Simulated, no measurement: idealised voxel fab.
The following is a process module called voxel capacitor over wiring.
It is cross-section cut that appears here, measuring 265 nm in width, its square cells being 5 nm in size.
When this document writes out a cross-section, it uses a grid of square cells and lists it as bands, beginning at the top and moving down, with a band standing for one or more rows of cells. Top, bottom (nm), then materials left to right with widths (nm); lone material tagged "everywhere" fills the whole band edge to edge; "blank" = empty space. The level at which height equals 0 is the one under which the wafer, as it arrives, is entirely one material. No lower edge exists for the bottom band, which continues downward and is notated as in "from 0 down". You'd read "30..40" like this: the band's top row of cells is as wide as the first number, its bottom row is as wide as the second, and going down, every row changes width by the same amount as the row before did. For the purposes of this document, the phrase "remained unchanged" attached to a step denotes that no cell within the cross-section was modified by that step. In "Enclosed void entries" the enclosed voids are listed, meaning empty spaces of 8 cells or larger without any opening to the top. The form is width x height at distance, distance from the left edge, units nm. Step line, after settings: the simulator's comment on this step. "overlay nm" on a masked step: distance the mask lay right of its planned place, negative for left.
-- Listed below are the process steps as planned
1: RECEIVE,material Si
2: CONFORMAL_DEP,material SiO2,thk nm 15
3: CONFORMAL_DEP,material SiN,thk nm 5
4: DIRECTIONAL_DEP,material SiO2,thk nm 25
5: MASKED_ETCH,tone open,mask id METAL_1,width nm 30,pitch nm 90,etch materials SiO2,depth nm 25,overlay nm 0
6: MASKED_ETCH,tone open,mask id METAL_1,width nm 30,pitch nm 90,etch materials SiN,depth nm 5,overlay nm 0
7: CONFORMAL_DEP,material TiN,thk nm 5
8: FILL_DEP,material Cu,thk nm 10
9: CMP,height nm 45
10: CONFORMAL_DEP,material SiCN,thk nm 5
11: DIRECTIONAL_DEP,material SiO2,thk nm 15
12: PATTERN,tone open,mask id PLUG_1,material resist,width nm 15,thk nm 15,overlay nm 0
13: DIRECTIONAL_ETCH,etch materials SiO2,depth nm 15
14: DIRECTIONAL_ETCH,etch materials SiCN,depth nm 5
15: STRIP,etch materials resist
16: EPI,material Ru,thk nm 10
17: EPI,material Ru,thk nm 10
18: DIRECTIONAL_DEP,material TiN,thk nm 5
19: DIRECTIONAL_DEP,material HfO2,thk nm 5
20: DIRECTIONAL_DEP,material TiN,thk nm 10
21: PATTERN,tone cover,mask id UPPER_PLATE,material resist,width nm 65,thk nm 15,overlay nm 0
22: DIRECTIONAL_ETCH,etch materials TiN,depth nm 10
23: DIRECTIONAL_ETCH,etch materials HfO2,depth nm 5
24: STRIP,etch materials resist
25: PATTERN,tone cover,mask id LOWER_PLATE,material resist,width nm 75,thk nm 15,overlay nm 0
26: DIRECTIONAL_ETCH,etch materials TiN,depth nm 5
27: STRIP,etch materials resist
28: FILL_DEP,material SiO2,thk nm 15
29: CMP,height nm 95
30: PATTERN,tone open,mask id PLUG_2,material resist,width nm 15,thk nm 20,overlay nm 0
31: DIRECTIONAL_ETCH,etch materials SiO2,depth nm 10
32: STRIP,etch materials resist
33: CONFORMAL_DEP,material TiN,thk nm 5
34: FILL_DEP,material Cu,thk nm 10
35: CMP,height nm 95
36: CONFORMAL_DEP,material SiN,thk nm 5
-- Cross-section: wafer on arrival = after step 1
* from 0 down | Si everywhere
* Enclosed void entries: none
-- Cross-section: first of two wafers, module finished, run according to plan
* from 100 to 95 | SiN everywhere
* from 95 to 90 | SiO2=95; TiN=5; Cu=5; TiN=5; SiO2=155
* from 90 to 85 | SiO2=95; TiN=15; SiO2=155
* from 85 to 75 | SiO2=85; TiN=65; SiO2=115
* from 75 to 70 | SiO2=85; HfO2=65; SiO2=115
* from 70 to 65 | SiO2=80; TiN=75; SiO2=110
* from 65 to 50 | SiO2=85; Ru=15; SiO2=165
* from 50 to 45 | SiCN=85; Ru=15; SiCN=165
* from 45 to 20 | SiO2=70; TiN=5; Cu=20; TiN=5; SiO2=60; TiN=5; Cu=20; TiN=5; SiO2=75
* from 20 to 15 | SiN=70; TiN=30; SiN=60; TiN=30; SiN=75
* from 15 to 0 | SiO2 everywhere
* from 0 down | Si everywhere
* Enclosed void entries: none
-- Cross-section of the latter of the two wafers at module completion. It had an identical start and an identical plan to the former; in running it, one mistake was made
* from 100 to 95 | SiN everywhere
* from 95 to 90 | SiO2=95; TiN=5; Cu=5; TiN=5; SiO2=155
* from 90 to 85 | SiO2=95; TiN=15; SiO2=155
* from 85 to 75 | SiO2=85; TiN=65; SiO2=115
* from 75 to 70 | SiO2=85; HfO2=65; SiO2=115
* from 70 to 65 | SiO2=80; TiN=75; SiO2=110
* from 65 to 50 | SiO2=85; Ru=15; SiO2=165
* from 50 to 45 | SiCN=85; Ru=15; SiCN=165
* from 45 to 35 | Cu everywhere
* from 35 to 30 | TiN=75; Cu=20; TiN=70; Cu=20; TiN=80
* from 30 to 5 | SiO2=70; TiN=5; Cu=20; TiN=5; SiO2=60; TiN=5; Cu=20; TiN=5; SiO2=75
* from 5 to 0 | SiN=70; TiN=30; SiN=60; TiN=30; SiN=75
* from 0 down | Si everywhere
* Enclosed void entries: none
Here's what went sideways: the plan's step 2 went unexecuted, having been skipped
Final cells, second wafer relative to first, materials higher or lower: +114 Cu; -159 SiO2; +45 TiN
